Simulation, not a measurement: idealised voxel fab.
process module | voxel wiring stack
cross-section cut | 265 nm wide | cells 5 nm
A cross-section is a grid of square cells, given in bands from the top down. A band is one or more rows of cells.
Each band's line starts with the height of the band's top and of its bottom, in nm. Then come its materials from left to right, each with its width in nm. One material with "throughout" fills the band from edge to edge. "air" is empty space.
Height 0 is the level under which the wafer as received is all one material. The lowest band goes on downwards, as in "0 down".
A width such as "30 to 40" changes by the same amount from each row of cells to the next, from the band's top row to its bottom row.
"no change" after a step means that no cell of the cross-section changed.
closed voids: empty space of 8 cells or more with no open way to the top, each as width x height at its distance from the left edge, in nm
after a step's settings: what the simulator itself notes on the step
overlay nm, on a step with a mask: how far to the right of its planned place the mask lay; to the left if negative
plan
1 op RECEIVE | material Si
2 op CONFORMAL_DEP | material SiO2 | thk nm 15
3 op CONFORMAL_DEP | material SiN | thk nm 5
4 op DIRECTIONAL_DEP | material lowk | thk nm 25
5 op DIRECTIONAL_DEP | material aC | thk nm 10
6 op PATTERN | tone open | mask id METAL_1 | material resist | width nm 25 | pitch nm 45 | thk nm 25 | overlay nm 0
7 op DIRECTIONAL_ETCH | etch materials aC | depth nm 10
8 op STRIP | etch materials resist
9 op DIRECTIONAL_ETCH | etch materials lowk | depth nm 25
10 op DIRECTIONAL_ETCH | etch materials SiN | depth nm 5
11 op STRIP | etch materials aC
12 op CONFORMAL_DEP | material TiN | thk nm 5
13 op FILL_DEP | material Cu | thk nm 10
14 op CMP | height nm 45
15 op CONFORMAL_DEP | material SiCN | thk nm 5
16 op DIRECTIONAL_DEP | material SiO2 | thk nm 10
17 op DIRECTIONAL_DEP | material aC | thk nm 10
18 op PATTERN | tone open | mask id PLUG_1 | material resist | width nm 15 | thk nm 25 | overlay nm 0
19 op DIRECTIONAL_ETCH | etch materials aC | depth nm 10
20 op STRIP | etch materials resist
21 op DIRECTIONAL_ETCH | etch materials SiO2 | depth nm 10
22 op DIRECTIONAL_ETCH | etch materials SiCN | depth nm 5
23 op STRIP | etch materials aC
24 op CONFORMAL_DEP | material TiN | thk nm 5
25 op FILL_DEP | material Ru | thk nm 10
26 op CMP | height nm 60
27 op CONFORMAL_DEP | material SiN | thk nm 5
28 op DIRECTIONAL_DEP | material SiO2 | thk nm 15
29 op MASKED_ETCH | tone open | mask id METAL_2 | width nm 25 | pitch nm 45 | etch materials SiO2 | depth nm 15 | overlay nm 0
30 op MASKED_ETCH | tone open | mask id METAL_2 | width nm 25 | pitch nm 45 | etch materials SiN | depth nm 5 | overlay nm 0
31 op CONFORMAL_DEP | material TiN | thk nm 5
32 op FILL_DEP | material W | thk nm 10
33 op CMP | height nm 80
34 op CONFORMAL_DEP | material SiCN | thk nm 5
35 op DIRECTIONAL_DEP | material lowk | thk nm 20
36 op MASKED_ETCH | tone open | mask id PLUG_2 | width nm 15 | pitch nm 45 | etch materials lowk | depth nm 20 | overlay nm 0
37 op MASKED_ETCH | tone open | mask id PLUG_2 | width nm 15 | pitch nm 45 | etch materials SiCN | depth nm 5 | overlay nm 0
38 op CONFORMAL_DEP | material TiN | thk nm 5
39 op FILL_DEP | material W | thk nm 10
40 op CMP | height nm 105
41 op CONFORMAL_DEP | material SiN | thk nm 5
42 op DIRECTIONAL_DEP | material SiO2 | thk nm 20
43 op DIRECTIONAL_DEP | material aC | thk nm 15
44 op PATTERN | tone open | mask id METAL_3 | material resist | width nm 25 | pitch nm 45 | thk nm 30 | overlay nm 0
45 op DIRECTIONAL_ETCH | etch materials aC | depth nm 15
46 op STRIP | etch materials resist
47 op DIRECTIONAL_ETCH | etch materials SiO2 | depth nm 20
48 op DIRECTIONAL_ETCH | etch materials SiN | depth nm 5
49 op STRIP | etch materials aC
50 op CONFORMAL_DEP | material TiN | thk nm 5
51 op FILL_DEP | material W | thk nm 10
52 op CMP | height nm 130
53 op EPI | material Ru | thk nm 5
54 op FILL_DEP | material SiCN | thk nm 5
first wafer, as planned
as received, after step 1
  0 down: Si throughout
  closed voids: none
after step 2
  15 to 0: SiO2 throughout
  below 0: unchanged
after step 3
  20 to 15: SiN throughout
  below 15: unchanged
after step 4
  45 to 20: lowk throughout
  below 20: unchanged
after step 5
  55 to 45: aC throughout
  below 45: unchanged
after step 6
  80 to 55: resist 95 | air 25 | resist 20 | air 25 | resist 100
  below 55: unchanged
after step 7
  70 to 55: resist 95 | air 25 | resist 20 | air 25 | resist 100
  55 to 45: aC 95 | air 25 | aC 20 | air 25 | aC 100
  below 45: unchanged
after step 8
  55 to 45: aC 95 | air 25 | aC 20 | air 25 | aC 100
  below 45: unchanged
after step 9
  55 to 45: aC 95 | air 25 | aC 20 | air 25 | aC 100
  45 to 20: lowk 95 | air 25 | lowk 20 | air 25 | lowk 100
  below 20: unchanged
after step 10
  55 to 45: aC 95 | air 25 | aC 20 | air 25 | aC 100
  45 to 20: lowk 95 | air 25 | lowk 20 | air 25 | lowk 100
  20 to 15: SiN 95 | air 25 | SiN 20 | air 25 | SiN 100
  below 15: unchanged
after step 11
  45 to 20: lowk 95 | air 25 | lowk 20 | air 25 | lowk 100
  below 20: unchanged
after step 12
  50 to 45: TiN 100 | air 15 | TiN 30 | air 15 | TiN 105
  45 to 20: lowk 95 | TiN 5 | air 15 | TiN 5 | lowk 20 | TiN 5 | air 15 | TiN 5 | lowk 100
  20 to 15: SiN 95 | TiN 25 | SiN 20 | TiN 25 | SiN 100
  below 15: unchanged
after step 13
  60 to 50: Cu throughout
  50 to 45: TiN 100 | Cu 15 | TiN 30 | Cu 15 | TiN 105
  45 to 20: lowk 95 | TiN 5 | Cu 15 | TiN 5 | lowk 20 | TiN 5 | Cu 15 | TiN 5 | lowk 100
  below 20: unchanged
after step 14
  45 to 20: lowk 95 | TiN 5 | Cu 15 | TiN 5 | lowk 20 | TiN 5 | Cu 15 | TiN 5 | lowk 100
  below 20: unchanged
after step 15
  50 to 45: SiCN throughout
  below 45: unchanged
after step 16
  60 to 50: SiO2 throughout
  below 50: unchanged
after step 17
  70 to 60: aC throughout
  below 60: unchanged
after step 18
  95 to 70: resist 95 | air 15 | resist 155
  below 70: unchanged
after step 19
  85 to 70: resist 95 | air 15 | resist 155
  70 to 60: aC 95 | air 15 | aC 155
  below 60: unchanged
after step 20
  70 to 60: aC 95 | air 15 | aC 155
  below 60: unchanged
after step 21
  70 to 60: aC 95 | air 15 | aC 155
  60 to 50: SiO2 95 | air 15 | SiO2 155
  below 50: unchanged
after step 22
  70 to 60: aC 95 | air 15 | aC 155
  60 to 50: SiO2 95 | air 15 | SiO2 155
  50 to 45: SiCN 95 | air 15 | SiCN 155
  below 45: unchanged
after step 23
  60 to 50: SiO2 95 | air 15 | SiO2 155
  below 50: unchanged
after step 24
  65 to 60: TiN 100 | air 5 | TiN 160
  60 to 50: SiO2 95 | TiN 5 | air 5 | TiN 5 | SiO2 155
  50 to 45: SiCN 95 | TiN 15 | SiCN 155
  below 45: unchanged
after step 25
  75 to 65: Ru throughout
  65 to 60: TiN 100 | Ru 5 | TiN 160
  60 to 50: SiO2 95 | TiN 5 | Ru 5 | TiN 5 | SiO2 155
  below 50: unchanged
after step 26
  60 to 50: SiO2 95 | TiN 5 | Ru 5 | TiN 5 | SiO2 155
  below 50: unchanged
after step 27
  65 to 60: SiN throughout
  below 60: unchanged
after step 28
  80 to 65: SiO2 throughout
  below 65: unchanged
after step 29
  80 to 65: SiO2 95 | air 25 | SiO2 20 | air 25 | SiO2 100
  below 65: unchanged
after step 30
  80 to 65: SiO2 95 | air 25 | SiO2 20 | air 25 | SiO2 100
  65 to 60: SiN 95 | air 25 | SiN 20 | air 25 | SiN 100
  below 60: unchanged
after step 31
  85 to 80: TiN 100 | air 15 | TiN 30 | air 15 | TiN 105
  80 to 65: SiO2 95 | TiN 5 | air 15 | TiN 5 | SiO2 20 | TiN 5 | air 15 | TiN 5 | SiO2 100
  65 to 60: SiN 95 | TiN 25 | SiN 20 | TiN 25 | SiN 100
  below 60: unchanged
after step 32
  95 to 85: W throughout
  85 to 80: TiN 100 | W 15 | TiN 30 | W 15 | TiN 105
  80 to 65: SiO2 95 | TiN 5 | W 15 | TiN 5 | SiO2 20 | TiN 5 | W 15 | TiN 5 | SiO2 100
  below 65: unchanged
after step 33
  80 to 65: SiO2 95 | TiN 5 | W 15 | TiN 5 | SiO2 20 | TiN 5 | W 15 | TiN 5 | SiO2 100
  below 65: unchanged
after step 34
  85 to 80: SiCN throughout
  below 80: unchanged
after step 35
  105 to 85: lowk throughout
  below 85: unchanged
after step 36
  105 to 85: lowk 95 | air 15 | lowk 30 | air 15 | lowk 110
  below 85: unchanged
after step 37
  105 to 85: lowk 95 | air 15 | lowk 30 | air 15 | lowk 110
  85 to 80: SiCN 95 | air 15 | SiCN 30 | air 15 | SiCN 110
  below 80: unchanged
after step 38
  110 to 105: TiN 100 | air 5 | TiN 40 | air 5 | TiN 115
  105 to 85: lowk 95 | TiN 5 | air 5 | TiN 5 | lowk 30 | TiN 5 | air 5 | TiN 5 | lowk 110
  85 to 80: SiCN 95 | TiN 15 | SiCN 30 | TiN 15 | SiCN 110
  below 80: unchanged
after step 39
  120 to 110: W throughout
  110 to 105: TiN 100 | W 5 | TiN 40 | W 5 | TiN 115
  105 to 85: lowk 95 | TiN 5 | W 5 | TiN 5 | lowk 30 | TiN 5 | W 5 | TiN 5 | lowk 110
  below 85: unchanged
after step 40
  105 to 85: lowk 95 | TiN 5 | W 5 | TiN 5 | lowk 30 | TiN 5 | W 5 | TiN 5 | lowk 110
  below 85: unchanged
after step 41
  110 to 105: SiN throughout
  below 105: unchanged
after step 42
  130 to 110: SiO2 throughout
  below 110: unchanged
after step 43
  145 to 130: aC throughout
  below 130: unchanged
after step 44
  175 to 145: resist 95 | air 25 | resist 20 | air 25 | resist 100
  below 145: unchanged
after step 45
  160 to 145: resist 95 | air 25 | resist 20 | air 25 | resist 100
  145 to 130: aC 95 | air 25 | aC 20 | air 25 | aC 100
  below 130: unchanged
after step 46
  145 to 130: aC 95 | air 25 | aC 20 | air 25 | aC 100
  below 130: unchanged
after step 47
  145 to 130: aC 95 | air 25 | aC 20 | air 25 | aC 100
  130 to 110: SiO2 95 | air 25 | SiO2 20 | air 25 | SiO2 100
  below 110: unchanged
after step 48
  145 to 130: aC 95 | air 25 | aC 20 | air 25 | aC 100
  130 to 110: SiO2 95 | air 25 | SiO2 20 | air 25 | SiO2 100
  110 to 105: SiN 95 | air 25 | SiN 20 | air 25 | SiN 100
  below 105: unchanged
after step 49
  130 to 110: SiO2 95 | air 25 | SiO2 20 | air 25 | SiO2 100
  below 110: unchanged
after step 50
  135 to 130: TiN 100 | air 15 | TiN 30 | air 15 | TiN 105
  130 to 110: SiO2 95 | TiN 5 | air 15 | TiN 5 | SiO2 20 | TiN 5 | air 15 | TiN 5 | SiO2 100
  110 to 105: SiN 95 | TiN 25 | SiN 20 | TiN 25 | SiN 100
  below 105: unchanged
after step 51
  145 to 135: W throughout
  135 to 130: TiN 100 | W 15 | TiN 30 | W 15 | TiN 105
  130 to 110: SiO2 95 | TiN 5 | W 15 | TiN 5 | SiO2 20 | TiN 5 | W 15 | TiN 5 | SiO2 100
  below 110: unchanged
after step 52
  130 to 110: SiO2 95 | TiN 5 | W 15 | TiN 5 | SiO2 20 | TiN 5 | W 15 | TiN 5 | SiO2 100
  below 110: unchanged
after step 53
  135 to 130: air 90 | Ru 35 | air 10 | Ru 35 | air 95
  below 130: unchanged
after step 54
  140 to 135: SiCN throughout
  135 to 130: SiCN 90 | Ru 35 | SiCN 10 | Ru 35 | SiCN 95
  below 130: unchanged
second wafer: like start, like plan, one mistake. Through step 41 it matches the first wafer
when step 42 should have ended
  120 to 110: SiO2 throughout
  below 110: unchanged
when step 43 should have ended
  135 to 120: aC throughout
  below 120: unchanged
when step 44 should have ended
  165 to 135: resist 95 | air 25 | resist 20 | air 25 | resist 100
  below 135: unchanged
when step 45 should have ended
  150 to 135: resist 95 | air 25 | resist 20 | air 25 | resist 100
  135 to 120: aC 95 | air 25 | aC 20 | air 25 | aC 100
  below 120: unchanged
when step 46 should have ended
  135 to 120: aC 95 | air 25 | aC 20 | air 25 | aC 100
  below 120: unchanged
when step 47 should have ended
  135 to 120: aC 95 | air 25 | aC 20 | air 25 | aC 100
  120 to 110: SiO2 95 | air 25 | SiO2 20 | air 25 | SiO2 100
  below 110: unchanged
when step 48 should have ended
  135 to 120: aC 95 | air 25 | aC 20 | air 25 | aC 100
  120 to 110: SiO2 95 | air 25 | SiO2 20 | air 25 | SiO2 100
  110 to 105: SiN 95 | air 25 | SiN 20 | air 25 | SiN 100
  below 105: unchanged
when step 49 should have ended
  120 to 110: SiO2 95 | air 25 | SiO2 20 | air 25 | SiO2 100
  below 110: unchanged
when step 50 should have ended
  125 to 120: TiN 100 | air 15 | TiN 30 | air 15 | TiN 105
  120 to 110: SiO2 95 | TiN 5 | air 15 | TiN 5 | SiO2 20 | TiN 5 | air 15 | TiN 5 | SiO2 100
  110 to 105: SiN 95 | TiN 25 | SiN 20 | TiN 25 | SiN 100
  below 105: unchanged
when step 51 should have ended
  135 to 125: W throughout
  125 to 120: TiN 100 | W 15 | TiN 30 | W 15 | TiN 105
  120 to 110: SiO2 95 | TiN 5 | W 15 | TiN 5 | SiO2 20 | TiN 5 | W 15 | TiN 5 | SiO2 100
  below 110: unchanged
when step 52 should have ended
  130 to 125: W throughout
  below 125: unchanged
when step 53 should have ended
  135 to 130: Ru throughout
  below 130: unchanged
when step 54 should have ended
  140 to 135: SiCN throughout
  below 135: unchanged
what went wrong: step 42 ran as: op DIRECTIONAL_DEP | material SiO2 | thk nm 10
at the end the second wafer has, in cells: 39 more of Ru | 39 fewer of SiCN | 86 fewer of SiO2 | 39 more of TiN | 47 more of W
